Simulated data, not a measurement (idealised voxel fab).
process module | voxel capacitor over wiring
cross-section cut | 290 nm wide | cells 5 nm
A cross-section is a grid of square cells, given in bands from the top down. A band is one or more rows of cells.
Each band's line starts with the height of the band's top and of its bottom, in nm. Then come its materials from left to right, each with its width in nm. One material with "throughout" fills the band from edge to edge. "air" is empty space.
Height 0 is the level under which the wafer as received is all one material. The lowest band goes on downwards, as in "0 down".
A width such as "30 to 40" changes by the same amount from each row of cells to the next, from the band's top row to its bottom row.
"no change" after a step means that no cell of the cross-section changed.
closed voids: empty space of 8 cells or more with no open way to the top, each as width x height at its distance from the left edge, in nm
after a step's settings: what the simulator itself notes on the step
overlay nm, on a step with a mask: how far to the right of its planned place the mask lay; to the left if negative
plan
1 op RECEIVE | material Si
2 op CONFORMAL_DEP | material SiO2 | thk nm 15
3 op CONFORMAL_DEP | material SiN | thk nm 5
4 op DIRECTIONAL_DEP | material SiO2 | thk nm 25
5 op PATTERN | tone open | mask id METAL_1 | material resist | width nm 30 | pitch nm 100 | thk nm 20 | overlay nm 0
6 op DIRECTIONAL_ETCH | etch materials SiO2 | depth nm 25
7 op DIRECTIONAL_ETCH | etch materials SiN | depth nm 5
8 op STRIP | etch materials resist
9 op CONFORMAL_DEP | material TiN | thk nm 5
10 op FILL_DEP | material Cu | thk nm 10
11 op CMP | height nm 45
12 op CONFORMAL_DEP | material SiCN | thk nm 5
13 op DIRECTIONAL_DEP | material SiO2 | thk nm 15
14 op MASKED_ETCH | tone open | mask id PLUG_1 | width nm 15 | etch materials SiO2 | depth nm 15 | overlay nm 0
15 op MASKED_ETCH | tone open | mask id PLUG_1 | width nm 15 | etch materials SiCN | depth nm 5 | overlay nm 0
16 op CONFORMAL_DEP | material TiN | thk nm 5
17 op FILL_DEP | material Cu | thk nm 10
18 op CMP | height nm 65
19 op DIRECTIONAL_DEP | material TiN | thk nm 10
20 op DIRECTIONAL_DEP | material Al2O3 | thk nm 5
21 op DIRECTIONAL_DEP | material TiN | thk nm 10
22 op MASKED_ETCH | tone cover | mask id UPPER_PLATE | width nm 75 | etch materials TiN | depth nm 10 | overlay nm 0
23 op MASKED_ETCH | tone cover | mask id UPPER_PLATE | width nm 75 | etch materials Al2O3 | depth nm 5 | overlay nm 0
24 op MASKED_ETCH | tone cover | mask id LOWER_PLATE | width nm 85 | etch materials TiN | depth nm 10 | overlay nm 0
25 op FILL_DEP | material SiO2 | thk nm 20
26 op CMP | height nm 105
27 op PATTERN | tone open | mask id PLUG_2 | material resist | width nm 15 | thk nm 20 | overlay nm 0
28 op DIRECTIONAL_ETCH | etch materials SiO2 | depth nm 15
29 op STRIP | etch materials resist
30 op CONFORMAL_DEP | material TiN | thk nm 5
31 op FILL_DEP | material W | thk nm 5
32 op CMP | height nm 105
33 op CONFORMAL_DEP | material SiCN | thk nm 5
as received, after step 1
  0 down: Si throughout
  closed voids: none
first wafer at the end, as planned
  110 to 105: SiCN throughout
  105 to 95: SiO2 105 | TiN 5 | W 5 | TiN 5 | SiO2 170
  95 to 90: SiO2 105 | TiN 15 | SiO2 170
  90 to 80: SiO2 95 | TiN 75 | SiO2 120
  80 to 75: SiO2 95 | Al2O3 75 | SiO2 120
  75 to 65: SiO2 90 | TiN 85 | SiO2 115
  65 to 50: SiO2 95 | TiN 5 | Cu 5 | TiN 5 | SiO2 180
  50 to 45: SiCN 95 | TiN 15 | SiCN 180
  45 to 20: SiO2 80 | TiN 5 | Cu 20 | TiN 5 | SiO2 70 | TiN 5 | Cu 20 | TiN 5 | SiO2 80
  20 to 15: SiN 80 | TiN 30 | SiN 70 | TiN 30 | SiN 80
  15 to 0: SiO2 throughout
  0 down: Si throughout
  closed voids: none
second wafer at the end: like start, like plan, one mistake
  110 to 105: SiCN throughout
  105 to 95: SiO2 105 | TiN 5 | W 5 | TiN 5 | SiO2 170
  95 to 90: SiO2 105 | TiN 15 | SiO2 170
  90 to 80: SiO2 95 | TiN 75 | SiO2 120
  80 to 75: SiO2 95 | Al2O3 75 | SiO2 120
  75 to 65: SiO2 90 | TiN 85 | SiO2 115
  65 to 50: SiO2 95 | TiN 5 | Cu 5 | TiN 5 | SiO2 180
  50 to 45: SiCN 95 | TiN 15 | SiCN 180
  45 to 40: TiN 85 | Cu 20 | TiN 80 | Cu 20 | TiN 85
  40 to 20: SiO2 80 | TiN 5 | Cu 20 | TiN 5 | SiO2 70 | TiN 5 | Cu 20 | TiN 5 | SiO2 80
  20 to 15: SiO2 80 | TiN 30 | SiO2 70 | TiN 30 | SiO2 80
  15 to 0: SiO2 throughout
  0 down: Si throughout
  closed voids: none
what went wrong: step 3 was left out
at the end the second wafer has, in cells: 46 fewer of SiN | 46 more of TiN
